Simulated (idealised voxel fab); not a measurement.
process module | voxel fin reveal
cross-section cut | 255 nm wide | cells 5 nm
A cross-section is a grid of square cells, given in bands from the top down. A band is one or more rows of cells.
Each band's line starts with the height of the band's top and of its bottom, in nm. Then come its materials from left to right, each with its width in nm. One material with "throughout" fills the band from edge to edge. "air" is empty space.
Height 0 is the level under which the wafer as received is all one material. The lowest band goes on downwards, as in "0 down".
A width such as "30 to 40" changes by the same amount from each row of cells to the next, from the band's top row to its bottom row.
"no change" after a step means that no cell of the cross-section changed.
closed voids: empty space of 8 cells or more with no open way to the top, each as width x height at its distance from the left edge, in nm
after a step's settings: what the simulator itself notes on the step
overlay nm, on a step with a mask: how far to the right of its planned place the mask lay; to the left if negative
plan
1 op RECEIVE | material Si
2 op CONFORMAL_DEP | material SiN | thk nm 10
3 op PATTERN | tone cover | mask id FINS | material resist | width nm 15 | pitch nm 40 | thk nm 15 | overlay nm 0
4 op DIRECTIONAL_ETCH | etch materials SiN | depth nm 10
5 op DIRECTIONAL_ETCH | etch materials Si | depth nm 35
6 op STRIP | etch materials resist
7 op OXIDIZE | depth nm 5
8 op FILL_DEP | material SiO2 | thk nm 15
9 op CMP | height nm 10
10 op SELECTIVE_ETCH | etch materials SiO2 | depth nm 35
11 op STRIP | etch materials SiN
first wafer, as planned
as received, after step 1
  0 down: Si throughout
  closed voids: none
after step 2
  10 to 0: SiN throughout
  below 0: unchanged
after step 3
  25 to 10: air 80 | resist 15 | air 25 | resist 15 | air 25 | resist 15 | air 80
  below 10: unchanged
after step 4
  25 to 10: air 80 | resist 15 | air 25 | resist 15 | air 25 | resist 15 | air 80
  10 to 0: air 80 | SiN 15 | air 25 | SiN 15 | air 25 | SiN 15 | air 80
  below 0: unchanged
after step 5
  25 to 10: air 80 | resist 15 | air 25 | resist 15 | air 25 | resist 15 | air 80
  10 to 0: air 80 | SiN 15 | air 25 | SiN 15 | air 25 | SiN 15 | air 80
  0 to -35: air 80 | Si 15 | air 25 | Si 15 | air 25 | Si 15 | air 80
  below -35: unchanged
after step 6
  10 to 0: air 80 | SiN 15 | air 25 | SiN 15 | air 25 | SiN 15 | air 80
  below 0: unchanged
after step 7
  10 to 0: air 80 | SiN 15 | air 25 | SiN 15 | air 25 | SiN 15 | air 80
  0 to -35: air 80 | SiO2 5 | Si 5 | SiO2 5 | air 25 | SiO2 5 | Si 5 | SiO2 5 | air 25 | SiO2 5 | Si 5 | SiO2 5 | air 80
  -35 to -40: SiO2 85 | Si 5 | SiO2 35 | Si 5 | SiO2 35 | Si 5 | SiO2 85
  below -40: unchanged
after step 8
  25 to 10: SiO2 throughout
  10 to 0: SiO2 80 | SiN 15 | SiO2 25 | SiN 15 | SiO2 25 | SiN 15 | SiO2 80
  0 to -40: SiO2 85 | Si 5 | SiO2 35 | Si 5 | SiO2 35 | Si 5 | SiO2 85
  below -40: unchanged
after step 9
  10 to 0: SiO2 80 | SiN 15 | SiO2 25 | SiN 15 | SiO2 25 | SiN 15 | SiO2 80
  below 0: unchanged
after step 10
  10 to 0: air 80 | SiN 15 | air 25 | SiN 15 | air 25 | SiN 15 | air 80
  0 to -25: air 85 | Si 5 | air 35 | Si 5 | air 35 | Si 5 | air 85
  below -25: unchanged
after step 11
  0 to -25: air 85 | Si 5 | air 35 | Si 5 | air 35 | Si 5 | air 85
  below -25: unchanged
second wafer: like start, like plan, one mistake. Through step 4 it matches the first wafer
when step 5 should have ended
  25 to 10: air 80 | resist 15 | air 25 | resist 15 | air 25 | resist 15 | air 80
  10 to 0: air 80 | SiN 15 | air 25 | SiN 15 | air 25 | SiN 15 | air 80
  0 to -30: air 80 | Si 15 | air 25 | Si 15 | air 25 | Si 15 | air 80
  below -30: unchanged
when step 6 should have ended
  10 to 0: air 80 | SiN 15 | air 25 | SiN 15 | air 25 | SiN 15 | air 80
  below 0: unchanged
when step 7 should have ended
  10 to 0: air 80 | SiN 15 | air 25 | SiN 15 | air 25 | SiN 15 | air 80
  0 to -30: air 80 | SiO2 5 | Si 5 | SiO2 5 | air 25 | SiO2 5 | Si 5 | SiO2 5 | air 25 | SiO2 5 | Si 5 | SiO2 5 | air 80
  -30 to -35: SiO2 85 | Si 5 | SiO2 35 | Si 5 | SiO2 35 | Si 5 | SiO2 85
  below -35: unchanged
when step 8 should have ended
  25 to 10: SiO2 throughout
  10 to 0: SiO2 80 | SiN 15 | SiO2 25 | SiN 15 | SiO2 25 | SiN 15 | SiO2 80
  0 to -35: SiO2 85 | Si 5 | SiO2 35 | Si 5 | SiO2 35 | Si 5 | SiO2 85
  below -35: unchanged
when step 9 should have ended
  10 to 0: SiO2 80 | SiN 15 | SiO2 25 | SiN 15 | SiO2 25 | SiN 15 | SiO2 80
  below 0: unchanged
when step 10 should have ended
  10 to 0: air 80 | SiN 15 | air 25 | SiN 15 | air 25 | SiN 15 | air 80
  0 to -25: air 85 | Si 5 | air 35 | Si 5 | air 35 | Si 5 | air 85
  below -25: unchanged
when step 11 should have ended
  0 to -25: air 85 | Si 5 | air 35 | Si 5 | air 35 | Si 5 | air 85
  below -25: unchanged
what went wrong: step 5 ran as: op DIRECTIONAL_ETCH | etch materials Si | depth nm 30
at the end the second wafer has, in cells: 48 more of Si | 48 fewer of SiO2
